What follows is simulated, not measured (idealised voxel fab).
process module | voxel air gaps
cross-section cut | 175 nm wide | cells 5 nm
A cross-section is a grid of square cells, given in bands from the top down. A band is one or more rows of cells.
Each band's line starts with the height of the band's top and of its bottom, in nm. Then come its materials from left to right, each with its width in nm. One material with "throughout" fills the band from edge to edge. "air" is empty space.
Height 0 is the level under which the wafer as received is all one material. The lowest band goes on downwards, as in "0 down".
A width such as "30 to 40" changes by the same amount from each row of cells to the next, from the band's top row to its bottom row.
"no change" after a step means that no cell of the cross-section changed.
closed voids: empty space of 8 cells or more with no open way to the top, each as width x height at its distance from the left edge, in nm
after a step's settings: what the simulator itself notes on the step
overlay nm, on a step with a mask: how far to the right of its planned place the mask lay; to the left if negative
plan
1 op RECEIVE | material Si
2 op CONFORMAL_DEP | material SiO2 | thk nm 15
3 op CONFORMAL_DEP | material SiCN | thk nm 5
4 op DIRECTIONAL_DEP | material SiO2 | thk nm 30
5 op MASKED_ETCH | tone open | mask id LINES | width nm 20 | pitch nm 45 | etch materials SiO2 | depth nm 30 | overlay nm 0
6 op CONFORMAL_DEP | material TiN | thk nm 5
7 op FILL_DEP | material Cu | thk nm 10
8 op CMP | height nm 50
9 op EPI | material Ru | thk nm 10
10 op SELECTIVE_ETCH | etch materials SiO2 | depth nm 40
11 op CONFORMAL_DEP | material SiCN | thk nm 5
as received, after step 1
  0 down: Si throughout
  closed voids: none
a wafer at the end: this start, this plan, one mistake
  65 to 60: SiCN throughout
  60 to 50: Ru throughout
  50 to 25: Cu 25 | TiN 5 | SiO2 20 | TiN 5 | Cu 15 | TiN 5 | SiO2 20 | TiN 5 | Cu 15 | TiN 5 | SiO2 20 | TiN 5 | Cu 30
  25 to 20: TiN 30 | SiO2 20 | TiN 25 | SiO2 20 | TiN 25 | SiO2 20 | TiN 35
  20 to 15: SiCN throughout
  15 to 0: SiO2 throughout
  0 down: Si throughout
  closed voids: none
what went wrong: step 5 ran as: op MASKED_ETCH | tone cover | mask id LINES | width nm 20 | pitch nm 45 | etch materials SiO2 | depth nm 30 | overlay nm 0
